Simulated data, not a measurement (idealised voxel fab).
process module | voxel transistor to metal
cross-section cut | 190 nm wide | cells 5 nm
A cross-section is a grid of square cells, given in bands from the top down. A band is one or more rows of cells.
Each band's line starts with the height of the band's top and of its bottom, in nm. Then come its materials from left to right, each with its width in nm. One material with "throughout" fills the band from edge to edge. "air" is empty space.
Height 0 is the level under which the wafer as received is all one material. The lowest band goes on downwards, as in "0 down".
A width such as "30 to 40" changes by the same amount from each row of cells to the next, from the band's top row to its bottom row.
"no change" after a step means that no cell of the cross-section changed.
closed voids: empty space of 8 cells or more with no open way to the top, each as width x height at its distance from the left edge, in nm
after a step's settings: what the simulator itself notes on the step
overlay nm, on a step with a mask: how far to the right of its planned place the mask lay; to the left if negative
plan
1 op RECEIVE | material Si
2 op OXIDIZE | depth nm 5
3 op CONFORMAL_DEP | material SiN | thk nm 10
4 op MASKED_ETCH | tone cover | mask id ACTIVE | width nm 100 | etch materials SiN | depth nm 10 | overlay nm 0
5 op MASKED_ETCH | tone cover | mask id ACTIVE | width nm 100 | etch materials SiO2 | depth nm 5 | overlay nm 0
6 op MASKED_ETCH | tone cover | mask id ACTIVE | width nm 100 | etch materials Si | depth nm 35 | overlay nm 0
7 op OXIDIZE | depth nm 5
8 op FILL_DEP | material SiO2 | thk nm 15
9 op CMP | height nm 10
10 op SELECTIVE_ETCH | etch materials SiO2 | depth nm 5
11 op STRIP | etch materials SiN
12 op SELECTIVE_ETCH | etch materials SiO2 | depth nm 5
13 op OXIDIZE | depth nm 5
14 op DIRECTIONAL_DEP | material polySi | thk nm 20
15 op DIRECTIONAL_DEP | material SiCN | thk nm 10
16 op PATTERN | tone cover | mask id GATE | material resist | width nm 20 | thk nm 20 | overlay nm 0
17 op DIRECTIONAL_ETCH | etch materials SiCN | depth nm 20
18 op DIRECTIONAL_ETCH | etch materials polySi | depth nm 30
19 op STRIP | etch materials resist
20 op CONFORMAL_DEP | material SiO2 | thk nm 5
21 op DIRECTIONAL_ETCH | etch materials SiO2 | depth nm 5
22 op CONFORMAL_DEP | material SiN | thk nm 10
23 op DIRECTIONAL_ETCH | etch materials SiN | depth nm 10
24 op DIRECTIONAL_ETCH | etch materials SiO2 | depth nm 5
25 op DIRECTIONAL_ETCH | etch materials Si | depth nm 10
26 op EPI | material nSi | thk nm 15
27 op FILL_DEP | material SiO2 | thk nm 10
28 op CMP | height nm 25
29 op DIRECTIONAL_DEP | material SiO2 | thk nm 15
30 op PATTERN | tone open | mask id CONTACT | material resist | width nm 15 | pitch nm 75 | thk nm 20 | overlay nm 0
31 op DIRECTIONAL_ETCH | etch materials SiO2 | depth nm 35
32 op STRIP | etch materials resist
33 op CONFORMAL_DEP | material TiN | thk nm 5
34 op FILL_DEP | material Ru | thk nm 10
35 op CMP | height nm 40
36 op CONFORMAL_DEP | material SiCN | thk nm 5
37 op DIRECTIONAL_DEP | material lowk | thk nm 15
38 op PATTERN | tone open | mask id METAL_1 | material resist | width nm 15 | pitch nm 75 | thk nm 20 | overlay nm 0
39 op DIRECTIONAL_ETCH | etch materials lowk | depth nm 15
40 op DIRECTIONAL_ETCH | etch materials SiCN | depth nm 5
41 op STRIP | etch materials resist
42 op CONFORMAL_DEP | material TiN | thk nm 5
43 op FILL_DEP | material Ru | thk nm 5
44 op CMP | height nm 60
45 op CONFORMAL_DEP | material SiN | thk nm 5
first wafer, as planned
as received, after step 1
  0 down: Si throughout
  closed voids: none
after step 2
  0 to -5: SiO2 throughout
  below -5: unchanged
after step 3
  10 to 0: SiN throughout
  below 0: unchanged
after step 4
  10 to 0: air 45 | SiN 100 | air 45
  below 0: unchanged
after step 5
  10 to 0: air 45 | SiN 100 | air 45
  0 to -5: air 45 | SiO2 100 | air 45
  below -5: unchanged
after step 6
  10 to 0: air 45 | SiN 100 | air 45
  0 to -5: air 45 | SiO2 100 | air 45
  -5 to -40: air 45 | Si 100 | air 45
  below -40: unchanged
after step 7
  10 to 0: air 45 | SiN 100 | air 45
  0 to -5: air 45 | SiO2 100 | air 45
  -5 to -40: air 45 | SiO2 5 | Si 90 | SiO2 5 | air 45
  -40 to -45: SiO2 50 | Si 90 | SiO2 50
  below -45: unchanged
after step 8
  25 to 10: SiO2 throughout
  10 to 0: SiO2 45 | SiN 100 | SiO2 45
  0 to -5: SiO2 throughout
  -5 to -45: SiO2 50 | Si 90 | SiO2 50
  below -45: unchanged
after step 9
  10 to 0: SiO2 45 | SiN 100 | SiO2 45
  below 0: unchanged
after step 10
  10 to 5: air 45 | SiN 100 | air 45
  below 5: unchanged
after step 11
  5 to 0: SiO2 45 | air 100 | SiO2 45
  below 0: unchanged
after step 12
  0 to -5: SiO2 40 | air 110 | SiO2 40
  below -5: unchanged
after step 13
  0 to -5: SiO2 40 | air 110 | SiO2 40
  -5 to -10: SiO2 throughout
  below -10: unchanged
after step 14
  20 to 15: polySi 40 | air 110 | polySi 40
  15 to 0: polySi throughout
  0 to -5: SiO2 40 | polySi 110 | SiO2 40
  below -5: unchanged
after step 15
  30 to 25: SiCN 40 | air 110 | SiCN 40
  25 to 20: SiCN throughout
  20 to 15: polySi 40 | SiCN 110 | polySi 40
  below 15: unchanged
after step 16
  50 to 30: air 85 | resist 20 | air 85
  30 to 25: SiCN 40 | air 45 | resist 20 | air 45 | SiCN 40
  below 25: unchanged
after step 17
  50 to 25: air 85 | resist 20 | air 85
  25 to 20: air 85 | SiCN 20 | air 85
  20 to 15: polySi 40 | air 45 | SiCN 20 | air 45 | polySi 40
  below 15: unchanged
after step 18
  50 to 25: air 85 | resist 20 | air 85
  25 to 15: air 85 | SiCN 20 | air 85
  15 to 0: air 85 | polySi 20 | air 85
  0 to -5: SiO2 40 | air 45 | polySi 20 | air 45 | SiO2 40
  below -5: unchanged
after step 19
  25 to 15: air 85 | SiCN 20 | air 85
  below 15: unchanged
after step 20
  30 to 25: air 80 | SiO2 30 | air 80
  25 to 15: air 80 | SiO2 5 | SiCN 20 | SiO2 5 | air 80
  15 to 5: air 80 | SiO2 5 | polySi 20 | SiO2 5 | air 80
  5 to 0: SiO2 45 | air 35 | SiO2 5 | polySi 20 | SiO2 5 | air 35 | SiO2 45
  0 to -5: SiO2 85 | polySi 20 | SiO2 85
  below -5: unchanged
after step 21
  25 to 15: air 80 | SiO2 5 | SiCN 20 | SiO2 5 | air 80
  15 to 0: air 80 | SiO2 5 | polySi 20 | SiO2 5 | air 80
  0 to -5: SiO2 45 | air 35 | SiO2 5 | polySi 20 | SiO2 5 | air 35 | SiO2 45
  below -5: unchanged
after step 22
  35 to 25: air 70 | SiN 50 | air 70
  25 to 15: air 70 | SiN 10 | SiO2 5 | SiCN 20 | SiO2 5 | SiN 10 | air 70
  15 to 10: air 70 | SiN 10 | SiO2 5 | polySi 20 | SiO2 5 | SiN 10 | air 70
  10 to 5: SiN 55 | air 15 | SiN 10 | SiO2 5 | polySi 20 | SiO2 5 | SiN 10 | air 15 | SiN 55
  5 to 0: SiN 80 | SiO2 5 | polySi 20 | SiO2 5 | SiN 80
  0 to -5: SiO2 45 | SiN 35 | SiO2 5 | polySi 20 | SiO2 5 | SiN 35 | SiO2 45
  below -5: unchanged
after step 23
  25 to 15: air 70 | SiN 10 | SiO2 5 | SiCN 20 | SiO2 5 | SiN 10 | air 70
  15 to 0: air 70 | SiN 10 | SiO2 5 | polySi 20 | SiO2 5 | SiN 10 | air 70
  0 to -5: SiO2 45 | SiN 10 | air 15 | SiN 10 | SiO2 5 | polySi 20 | SiO2 5 | SiN 10 | air 15 | SiN 10 | SiO2 45
  below -5: unchanged
after step 24
  25 to 20: air 70 | SiN 10 | air 5 | SiCN 20 | air 5 | SiN 10 | air 70
  20 to 15: air 70 | SiN 10 | SiO2 5 | SiCN 20 | SiO2 5 | SiN 10 | air 70
  15 to 0: air 70 | SiN 10 | SiO2 5 | polySi 20 | SiO2 5 | SiN 10 | air 70
  0 to -5: air 45 | SiN 10 | air 15 | SiN 10 | SiO2 5 | polySi 20 | SiO2 5 | SiN 10 | air 15 | SiN 10 | air 45
  -5 to -10: SiO2 55 | air 15 | SiO2 50 | air 15 | SiO2 55
  below -10: unchanged
after step 25
  25 to 20: air 70 | SiN 10 | air 5 | SiCN 20 | air 5 | SiN 10 | air 70
  20 to 15: air 70 | SiN 10 | SiO2 5 | SiCN 20 | SiO2 5 | SiN 10 | air 70
  15 to 0: air 70 | SiN 10 | SiO2 5 | polySi 20 | SiO2 5 | SiN 10 | air 70
  0 to -5: air 45 | SiN 10 | air 15 | SiN 10 | SiO2 5 | polySi 20 | SiO2 5 | SiN 10 | air 15 | SiN 10 | air 45
  -5 to -10: SiO2 55 | air 15 | SiO2 50 | air 15 | SiO2 55
  -10 to -20: SiO2 50 | Si 5 | air 15 | Si 50 | air 15 | Si 5 | SiO2 50
  below -20: unchanged
after step 26
  25 to 20: air 70 | SiN 10 | air 5 | SiCN 20 | air 5 | SiN 10 | air 70
  20 to 15: air 70 | SiN 10 | SiO2 5 | SiCN 20 | SiO2 5 | SiN 10 | air 70
  15 to 5: air 70 | SiN 10 | SiO2 5 | polySi 20 | SiO2 5 | SiN 10 | air 70
  5 to 0: air 50 | nSi 20 | SiN 10 | SiO2 5 | polySi 20 | SiO2 5 | SiN 10 | nSi 20 | air 50
  0 to -5: air 45 | SiN 10 | nSi 15 | SiN 10 | SiO2 5 | polySi 20 | SiO2 5 | SiN 10 | nSi 15 | SiN 10 | air 45
  -5 to -10: SiO2 55 | nSi 15 | SiO2 50 | nSi 15 | SiO2 55
  -10 to -20: SiO2 50 | Si 5 | nSi 15 | Si 50 | nSi 15 | Si 5 | SiO2 50
  below -20: unchanged
after step 27
  35 to 25: SiO2 throughout
  25 to 15: SiO2 70 | SiN 10 | SiO2 5 | SiCN 20 | SiO2 5 | SiN 10 | SiO2 70
  15 to 5: SiO2 70 | SiN 10 | SiO2 5 | polySi 20 | SiO2 5 | SiN 10 | SiO2 70
  5 to 0: SiO2 50 | nSi 20 | SiN 10 | SiO2 5 | polySi 20 | SiO2 5 | SiN 10 | nSi 20 | SiO2 50
  0 to -5: SiO2 45 | SiN 10 | nSi 15 | SiN 10 | SiO2 5 | polySi 20 | SiO2 5 | SiN 10 | nSi 15 | SiN 10 | SiO2 45
  below -5: unchanged
after step 28
  25 to 15: SiO2 70 | SiN 10 | SiO2 5 | SiCN 20 | SiO2 5 | SiN 10 | SiO2 70
  below 15: unchanged
after step 29
  40 to 25: SiO2 throughout
  below 25: unchanged
after step 30
  60 to 40: resist 50 | air 15 | resist 60 | air 15 | resist 50
  below 40: unchanged
after step 31
  60 to 40: resist 50 | air 15 | resist 60 | air 15 | resist 50
  40 to 25: SiO2 50 | air 15 | SiO2 60 | air 15 | SiO2 50
  25 to 15: SiO2 50 | air 15 | SiO2 5 | SiN 10 | SiO2 5 | SiCN 20 | SiO2 5 | SiN 10 | SiO2 5 | air 15 | SiO2 50
  15 to 5: SiO2 50 | air 15 | SiO2 5 | SiN 10 | SiO2 5 | polySi 20 | SiO2 5 | SiN 10 | SiO2 5 | air 15 | SiO2 50
  below 5: unchanged
after step 32
  40 to 25: SiO2 50 | air 15 | SiO2 60 | air 15 | SiO2 50
  below 25: unchanged
after step 33
  45 to 40: TiN 55 | air 5 | TiN 70 | air 5 | TiN 55
  40 to 25: SiO2 50 | TiN 5 | air 5 | TiN 5 | SiO2 60 | TiN 5 | air 5 | TiN 5 | SiO2 50
  25 to 15: SiO2 50 | TiN 5 | air 5 | TiN 5 | SiO2 5 | SiN 10 | SiO2 5 | SiCN 20 | SiO2 5 | SiN 10 | SiO2 5 | TiN 5 | air 5 | TiN 5 | SiO2 50
  15 to 10: SiO2 50 | TiN 5 | air 5 | TiN 5 | SiO2 5 | SiN 10 | SiO2 5 | polySi 20 | SiO2 5 | SiN 10 | SiO2 5 | TiN 5 | air 5 | TiN 5 | SiO2 50
  10 to 5: SiO2 50 | TiN 15 | SiO2 5 | SiN 10 | SiO2 5 | polySi 20 | SiO2 5 | SiN 10 | SiO2 5 | TiN 15 | SiO2 50
  below 5: unchanged
after step 34
  55 to 45: Ru throughout
  45 to 40: TiN 55 | Ru 5 | TiN 70 | Ru 5 | TiN 55
  40 to 25: SiO2 50 | TiN 5 | Ru 5 | TiN 5 | SiO2 60 | TiN 5 | Ru 5 | TiN 5 | SiO2 50
  25 to 15: SiO2 50 | TiN 5 | Ru 5 | TiN 5 | SiO2 5 | SiN 10 | SiO2 5 | SiCN 20 | SiO2 5 | SiN 10 | SiO2 5 | TiN 5 | Ru 5 | TiN 5 | SiO2 50
  15 to 10: SiO2 50 | TiN 5 | Ru 5 | TiN 5 | SiO2 5 | SiN 10 | SiO2 5 | polySi 20 | SiO2 5 | SiN 10 | SiO2 5 | TiN 5 | Ru 5 | TiN 5 | SiO2 50
  below 10: unchanged
after step 35
  40 to 25: SiO2 50 | TiN 5 | Ru 5 | TiN 5 | SiO2 60 | TiN 5 | Ru 5 | TiN 5 | SiO2 50
  below 25: unchanged
after step 36
  45 to 40: SiCN throughout
  below 40: unchanged
after step 37
  60 to 45: lowk throughout
  below 45: unchanged
after step 38
  80 to 60: resist 50 | air 15 | resist 60 | air 15 | resist 50
  below 60: unchanged
after step 39
  80 to 60: resist 50 | air 15 | resist 60 | air 15 | resist 50
  60 to 45: lowk 50 | air 15 | lowk 60 | air 15 | lowk 50
  below 45: unchanged
after step 40
  80 to 60: resist 50 | air 15 | resist 60 | air 15 | resist 50
  60 to 45: lowk 50 | air 15 | lowk 60 | air 15 | lowk 50
  45 to 40: SiCN 50 | air 15 | SiCN 60 | air 15 | SiCN 50
  below 40: unchanged
after step 41
  60 to 45: lowk 50 | air 15 | lowk 60 | air 15 | lowk 50
  below 45: unchanged
after step 42
  65 to 60: TiN 55 | air 5 | TiN 70 | air 5 | TiN 55
  60 to 45: lowk 50 | TiN 5 | air 5 | TiN 5 | lowk 60 | TiN 5 | air 5 | TiN 5 | lowk 50
  45 to 40: SiCN 50 | TiN 15 | SiCN 60 | TiN 15 | SiCN 50
  below 40: unchanged
after step 43
  70 to 65: Ru throughout
  65 to 60: TiN 55 | Ru 5 | TiN 70 | Ru 5 | TiN 55
  60 to 45: lowk 50 | TiN 5 | Ru 5 | TiN 5 | lowk 60 | TiN 5 | Ru 5 | TiN 5 | lowk 50
  below 45: unchanged
after step 44
  60 to 45: lowk 50 | TiN 5 | Ru 5 | TiN 5 | lowk 60 | TiN 5 | Ru 5 | TiN 5 | lowk 50
  below 45: unchanged
after step 45
  65 to 60: SiN throughout
  below 60: unchanged
second wafer: like start, like plan, one mistake. Through step 37 it matches the first wafer
when step 38 should have ended
  80 to 60: resist 45 | air 15 | resist 60 | air 15 | resist 55
  below 60: unchanged
when step 39 should have ended
  80 to 60: resist 45 | air 15 | resist 60 | air 15 | resist 55
  60 to 45: lowk 45 | air 15 | lowk 60 | air 15 | lowk 55
  below 45: unchanged
when step 40 should have ended
  80 to 60: resist 45 | air 15 | resist 60 | air 15 | resist 55
  60 to 45: lowk 45 | air 15 | lowk 60 | air 15 | lowk 55
  45 to 40: SiCN 45 | air 15 | SiCN 60 | air 15 | SiCN 55
  below 40: unchanged
when step 41 should have ended
  60 to 45: lowk 45 | air 15 | lowk 60 | air 15 | lowk 55
  below 45: unchanged
when step 42 should have ended
  65 to 60: TiN 50 | air 5 | TiN 70 | air 5 | TiN 60
  60 to 45: lowk 45 | TiN 5 | air 5 | TiN 5 | lowk 60 | TiN 5 | air 5 | TiN 5 | lowk 55
  45 to 40: SiCN 45 | TiN 15 | SiCN 60 | TiN 15 | SiCN 55
  below 40: unchanged
when step 43 should have ended
  70 to 65: Ru throughout
  65 to 60: TiN 50 | Ru 5 | TiN 70 | Ru 5 | TiN 60
  60 to 45: lowk 45 | TiN 5 | Ru 5 | TiN 5 | lowk 60 | TiN 5 | Ru 5 | TiN 5 | lowk 55
  below 45: unchanged
when step 44 should have ended
  60 to 45: lowk 45 | TiN 5 | Ru 5 | TiN 5 | lowk 60 | TiN 5 | Ru 5 | TiN 5 | lowk 55
  below 45: unchanged
when step 45 should have ended
  65 to 60: SiN throughout
  below 60: unchanged
what went wrong: step 38 ran as: op PATTERN | tone open | mask id METAL_1 | material resist | width nm 15 | pitch nm 75 | thk nm 20 | overlay nm -5
at the end the second wafer has, in cells: as many of each material as the first, in other places
